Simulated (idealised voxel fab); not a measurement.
Presented below is a process module, voxel wiring stack.
Cross-section cut: width 195 nm, square cells of 5 nm.
A cross-section in this document is a grid of square cells, and it is written down as bands, the top band listed before the ones below it; a band is made up of one or more rows of cells. Top height, bottom height, nm. Materials left to right, width each, nm. Single material + "everywhere" = fills band edge to edge. "empty" = empty. Heights from 0 (as-received wafer is one material below). Bottom band endless downward, as "top 0, no bottom". With a width like "30 to 40", each row of cells in the band differs from the next by the same amount, the top row carrying the first number and the bottom row the second. "no alterations made" after a step means that no cell of the cross-section changed. "Unvented cavities": sealed empty spaces, 8 cells or more, no open way to top, listed width x height at distance, with distance from the left edge and width, height and distance in nm. Text after the settings on a step's line: the simulator's own remark on that step. "overlay nm", when on a step's line for a step with a mask, measures how far to the right of its planned place the mask lay; a negative measure means to the left.

# The following list gives the planned process steps
1. RECEIVE (material Si)
2. CONFORMAL_DEP (material SiO2; thk nm 10)
3. DIRECTIONAL_DEP (material TiN; thk nm 5)
4. DIRECTIONAL_DEP (material W; thk nm 20)
5. MASKED_ETCH (tone cover; mask id METAL_1; width nm 25; pitch nm 40; etch materials W; depth nm 20; overlay nm 0)
6. MASKED_ETCH (tone cover; mask id METAL_1; width nm 25; pitch nm 40; etch materials TiN; depth nm 5; overlay nm 0)
7. CONFORMAL_DEP (material SiN; thk nm 5)
8. FILL_DEP (material lowk; thk nm 5)
9. CMP (height nm 35)
10. CONFORMAL_DEP (material SiCN; thk nm 5)
11. DIRECTIONAL_DEP (material lowk; thk nm 15)
12. MASKED_ETCH (tone open; mask id PLUG_1; width nm 15; pitch nm 40; etch materials lowk; depth nm 15; overlay nm 0)
13. MASKED_ETCH (tone open; mask id PLUG_1; width nm 15; pitch nm 40; etch materials SiCN; depth nm 5; overlay nm 0)
14. EPI (material Ru; thk nm 10)
15. EPI (material Ru; thk nm 10)
16. CONFORMAL_DEP (material SiCN; thk nm 5)
17. DIRECTIONAL_DEP (material SiO2; thk nm 20)
18. PATTERN (tone open; mask id METAL_2; material resist; width nm 25; pitch nm 40; thk nm 20; overlay nm 0)
19. DIRECTIONAL_ETCH (etch materials SiO2; depth nm 20)
20. DIRECTIONAL_ETCH (etch materials SiCN; depth nm 5)
21. STRIP (etch materials resist)
22. CONFORMAL_DEP (material TiN; thk nm 5)
23. FILL_DEP (material Ru; thk nm 5)
24. CMP (height nm 80)
25. CONFORMAL_DEP (material SiCN; thk nm 5)

# As-received wafer cross-section (after step 1)
    top 0, no bottom: Si everywhere
    Unvented cavities: none

# Sectioned view, first of two wafers, at the close of the module, processed as intended in the plan
    top 85, bottom 80: SiCN everywhere
    top 80, bottom 60: SiO2 25; TiN 5; Ru 15; TiN 5; SiO2 15; TiN 5; Ru 15; TiN 5; SiO2 15; TiN 5; Ru 15; TiN 5; SiO2 15; TiN 5; Ru 15; TiN 5; SiO2 25
    top 60, bottom 55: SiCN 25; TiN 25; SiCN 15; TiN 25; SiCN 15; TiN 25; SiCN 15; TiN 25; SiCN 25
    top 55, bottom 40: lowk 25; Ru 15; lowk 25; Ru 15; lowk 25; Ru 15; lowk 25; Ru 15; lowk 35
    top 40, bottom 35: SiCN 25; Ru 15; SiCN 25; Ru 15; SiCN 25; Ru 15; SiCN 25; Ru 15; SiCN 35
    top 35, bottom 15: lowk 20; SiN 5; W 25; SiN 5; lowk 5; SiN 5; W 25; SiN 5; lowk 5; SiN 5; W 25; SiN 5; lowk 5; SiN 5; W 25; SiN 5; lowk 20
    top 15, bottom 10: SiN 25; TiN 25; SiN 15; TiN 25; SiN 15; TiN 25; SiN 15; TiN 25; SiN 25
    top 10, bottom 0: SiO2 everywhere
    top 0, no bottom: Si everywhere
    Unvented cavities: none

# Cross-section of the latter of the two wafers at module completion. It had an identical start and an identical plan to the former; in running it, one mistake was made
    top 85, bottom 80: SiCN everywhere
    top 80, bottom 60: SiO2 30; TiN 5; Ru 10; TiN 5; SiO2 20; TiN 5; Ru 10; TiN 5; SiO2 20; TiN 5; Ru 10; TiN 5; SiO2 20; TiN 5; Ru 10; TiN 5; SiO2 25
    top 60, bottom 55: SiCN 30; TiN 20; SiCN 20; TiN 20; SiCN 20; TiN 20; SiCN 20; TiN 20; SiCN 25
    top 55, bottom 40: lowk 25; Ru 15; lowk 25; Ru 15; lowk 25; Ru 15; lowk 25; Ru 15; lowk 35
    top 40, bottom 35: SiCN 25; Ru 15; SiCN 25; Ru 15; SiCN 25; Ru 15; SiCN 25; Ru 15; SiCN 35
    top 35, bottom 15: lowk 20; SiN 5; W 25; SiN 5; lowk 5; SiN 5; W 25; SiN 5; lowk 5; SiN 5; W 25; SiN 5; lowk 5; SiN 5; W 25; SiN 5; lowk 20
    top 15, bottom 10: SiN 25; TiN 25; SiN 15; TiN 25; SiN 15; TiN 25; SiN 15; TiN 25; SiN 25
    top 10, bottom 0: SiO2 everywhere
    top 0, no bottom: Si everywhere
    Unvented cavities: none
Short version of what went wrong: step 18 was run on a setting that differed from the plan, and what really ran there is PATTERN (tone open; mask id METAL_2; material resist; width nm 20; pitch nm 40; thk nm 20; overlay nm 0)
Counted in cells at the end, the second wafer holds more or fewer of these materials than the first: Ru: 16 fewer; SiCN: 4 more; SiO2: 16 more; TiN: 4 fewer
